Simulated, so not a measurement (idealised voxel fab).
The document below concerns the process module designated voxel quadruple lines.
Each square cell in cross-section cut measures 5 nm, and the section as a whole is 290 nm wide.
Notation: cross-section as square-cell grid; stated in bands, top first, going down; one or more cell rows per band. What a band's entry tells you: where the top is and where the bottom is, as heights in nm, and after that what lies inside, material by material from left to right, each with its width in nm. Empty space is written as the word "air", and a single material marked with the word "full width" occupies the band from edge to edge. Basically, 0 is our baseline, since under it the wafer straight out of the box is all one material. The bottom band has no lower end and keeps on going down, so it looks like "0 and below". When a width is written as two numbers, as in "30->40", the first number is the width in the top row of cells of the band and the second is the width in its bottom row, and the width changes by the same amount from each row to the next. "no modifications", as given for a step, is the statement that not any cell of the cross-section underwent a change during that step. "Catalogued sealed voids": sealed empty spaces, 8 cells or more, no open way to top, listed width x height at distance, with distance from the left edge and width, height and distance in nm. Read whatever lies past the settings on a step's line as the simulator's own remark about the step. Each step line may optionally specify "overlay nm", which for a step with a mask gives the rightward distance between the mask's planned place and where it lay, a negative value indicating the leftward direction.
The planned process steps are enumerated hereunder:
1: RECEIVE, material Si
2: CONFORMAL_DEP, material SiO2, thk nm 10
3: DIRECTIONAL_DEP, material TiN, thk nm 15
4: DIRECTIONAL_DEP, material polySi, thk nm 20
5: DIRECTIONAL_DEP, material aC, thk nm 20
6: PATTERN, tone cover, mask id MANDREL, material resist, width nm 35, thk nm 25, overlay nm 0
7: DIRECTIONAL_ETCH, etch materials aC, depth nm 20
8: STRIP, etch materials resist
9: CONFORMAL_DEP, material SiO2, thk nm 15
10: DIRECTIONAL_ETCH, etch materials SiO2, depth nm 15
11: STRIP, etch materials aC
12: DIRECTIONAL_ETCH, etch materials polySi, depth nm 20
13: STRIP, etch materials SiO2
14: CONFORMAL_DEP, material SiN, thk nm 10
15: DIRECTIONAL_ETCH, etch materials SiN, depth nm 10
16: STRIP, etch materials polySi
17: DIRECTIONAL_ETCH, etch materials TiN, depth nm 15
18: STRIP, etch materials SiN
19: FILL_DEP, material lowk, thk nm 10
20: CMP, height nm 25
First wafer out of two, processed as planned:
Wafer cross-section on receipt, i.e. after step 1:
0 and below: Si full width
Catalogued sealed voids: none
The wafer in cross-section once step 2 is complete:
10 down to 0: SiO2 full width
Heights below 0 show no change.
The wafer in cross-section once step 3 is complete:
25 down to 10: TiN full width
Heights below 10 show no change.
The wafer in cross-section once step 4 is complete:
45 down to 25: polySi full width
Heights below 25 show no change.
The wafer in cross-section once step 5 is complete:
65 down to 45: aC full width
Heights below 45 show no change.
The wafer in cross-section once step 6 is complete:
90 down to 65: air 125, then resist 35, then air 130
Heights below 65 show no change.
The wafer in cross-section once step 7 is complete:
70 down to 65: air 125, then resist 35, then air 130
65 down to 45: air 125, then aC 35, then air 130
Heights below 45 show no change.
The wafer in cross-section once step 8 is complete:
65 down to 45: air 125, then aC 35, then air 130
Heights below 45 show no change.
The wafer in cross-section once step 9 is complete:
80 down to 65: air 110, then SiO2 65, then air 115
65 down to 60: air 110, then SiO2 15, then aC 35, then SiO2 15, then air 115
60 down to 45: SiO2 125, then aC 35, then SiO2 130
Heights below 45 show no change.
The wafer in cross-section once step 10 is complete:
65 down to 45: air 110, then SiO2 15, then aC 35, then SiO2 15, then air 115
Heights below 45 show no change.
The wafer in cross-section once step 11 is complete:
65 down to 45: air 110, then SiO2 15, then air 35, then SiO2 15, then air 115
Heights below 45 show no change.
The wafer in cross-section once step 12 is complete:
65 down to 45: air 110, then SiO2 15, then air 35, then SiO2 15, then air 115
45 down to 25: air 110, then polySi 15, then air 35, then polySi 15, then air 115
Heights below 25 show no change.
The wafer in cross-section once step 13 is complete:
45 down to 25: air 110, then polySi 15, then air 35, then polySi 15, then air 115
Heights below 25 show no change.
The wafer in cross-section once step 14 is complete:
55 down to 45: air 100, then SiN 35, then air 15, then SiN 35, then air 105
45 down to 35: air 100, then SiN 10, then polySi 15, then SiN 10, then air 15, then SiN 10, then polySi 15, then SiN 10, then air 105
35 down to 25: SiN 110, then polySi 15, then SiN 35, then polySi 15, then SiN 115
Heights below 25 show no change.
The wafer in cross-section once step 15 is complete:
45 down to 25: air 100, then SiN 10, then polySi 15, then SiN 10, then air 15, then SiN 10, then polySi 15, then SiN 10, then air 105
Heights below 25 show no change.
The wafer in cross-section once step 16 is complete:
45 down to 25: air 100, then SiN 10, then air 15, then SiN 10, then air 15, then SiN 10, then air 15, then SiN 10, then air 105
Heights below 25 show no change.
The wafer in cross-section once step 17 is complete:
45 down to 25: air 100, then SiN 10, then air 15, then SiN 10, then air 15, then SiN 10, then air 15, then SiN 10, then air 105
25 down to 10: air 100, then TiN 10, then air 15, then TiN 10, then air 15, then TiN 10, then air 15, then TiN 10, then air 105
Heights below 10 show no change.
The wafer in cross-section once step 18 is complete:
25 down to 10: air 100, then TiN 10, then air 15, then TiN 10, then air 15, then TiN 10, then air 15, then TiN 10, then air 105
Heights below 10 show no change.
The wafer in cross-section once step 19 is complete:
35 down to 25: lowk full width
25 down to 10: lowk 100, then TiN 10, then lowk 15, then TiN 10, then lowk 15, then TiN 10, then lowk 15, then TiN 10, then lowk 105
Heights below 10 show no change.
The wafer in cross-section once step 20 is complete:
25 down to 10: lowk 100, then TiN 10, then lowk 15, then TiN 10, then lowk 15, then TiN 10, then lowk 15, then TiN 10, then lowk 105
Heights below 10 show no change.
For the second wafer, take the first wafer's start and plan, then add one mistake made in running it; everything through step 5, that step included, is shared with the first:
Second wafer shown in cross-section at the time step 6 was slated to end:
90 down to 65: air 130, then resist 25, then air 135
Heights below 65 show no change.
Second wafer shown in cross-section at the time step 7 was slated to end:
70 down to 65: air 130, then resist 25, then air 135
65 down to 45: air 130, then aC 25, then air 135
Heights below 45 show no change.
Second wafer shown in cross-section at the time step 8 was slated to end:
65 down to 45: air 130, then aC 25, then air 135
Heights below 45 show no change.
Second wafer shown in cross-section at the time step 9 was slated to end:
80 down to 65: air 115, then SiO2 55, then air 120
65 down to 60: air 115, then SiO2 15, then aC 25, then SiO2 15, then air 120
60 down to 45: SiO2 130, then aC 25, then SiO2 135
Heights below 45 show no change.
Second wafer shown in cross-section at the time step 10 was slated to end:
65 down to 45: air 115, then SiO2 15, then aC 25, then SiO2 15, then air 120
Heights below 45 show no change.
Second wafer shown in cross-section at the time step 11 was slated to end:
65 down to 45: air 115, then SiO2 15, then air 25, then SiO2 15, then air 120
Heights below 45 show no change.
Second wafer shown in cross-section at the time step 12 was slated to end:
65 down to 45: air 115, then SiO2 15, then air 25, then SiO2 15, then air 120
45 down to 25: air 115, then polySi 15, then air 25, then polySi 15, then air 120
Heights below 25 show no change.
Second wafer shown in cross-section at the time step 13 was slated to end:
45 down to 25: air 115, then polySi 15, then air 25, then polySi 15, then air 120
Heights below 25 show no change.
Second wafer shown in cross-section at the time step 14 was slated to end:
55 down to 45: air 105, then SiN 35, then air 5, then SiN 35, then air 110
45 down to 35: air 105, then SiN 10, then polySi 15, then SiN 10, then air 5, then SiN 10, then polySi 15, then SiN 10, then air 110
35 down to 25: SiN 115, then polySi 15, then SiN 25, then polySi 15, then SiN 120
Heights below 25 show no change.
Second wafer shown in cross-section at the time step 15 was slated to end:
45 down to 25: air 105, then SiN 10, then polySi 15, then SiN 10, then air 5, then SiN 10, then polySi 15, then SiN 10, then air 110
Heights below 25 show no change.
Second wafer shown in cross-section at the time step 16 was slated to end:
45 down to 25: air 105, then SiN 10, then air 15, then SiN 10, then air 5, then SiN 10, then air 15, then SiN 10, then air 110
Heights below 25 show no change.
Second wafer shown in cross-section at the time step 17 was slated to end:
45 down to 25: air 105, then SiN 10, then air 15, then SiN 10, then air 5, then SiN 10, then air 15, then SiN 10, then air 110
25 down to 10: air 105, then TiN 10, then air 15, then TiN 10, then air 5, then TiN 10, then air 15, then TiN 10, then air 110
Heights below 10 show no change.
Second wafer shown in cross-section at the time step 18 was slated to end:
25 down to 10: air 105, then TiN 10, then air 15, then TiN 10, then air 5, then TiN 10, then air 15, then TiN 10, then air 110
Heights below 10 show no change.
Second wafer shown in cross-section at the time step 19 was slated to end:
35 down to 25: lowk full width
25 down to 10: lowk 105, then TiN 10, then lowk 15, then TiN 10, then lowk 5, then TiN 10, then lowk 15, then TiN 10, then lowk 110
Heights below 10 show no change.
Second wafer shown in cross-section at the time step 20 was slated to end:
25 down to 10: lowk 105, then TiN 10, then lowk 15, then TiN 10, then lowk 5, then TiN 10, then lowk 15, then TiN 10, then lowk 110
Heights below 10 show no change.
What was done differently from what was planned? step 6 ran with different settings than intended, the actual operation and settings being PATTERN, tone cover, mask id MANDREL, material resist, width nm 25, thk nm 25, overlay nm 0
Final wafers compared: equal cell tally per material, rearranged layout.
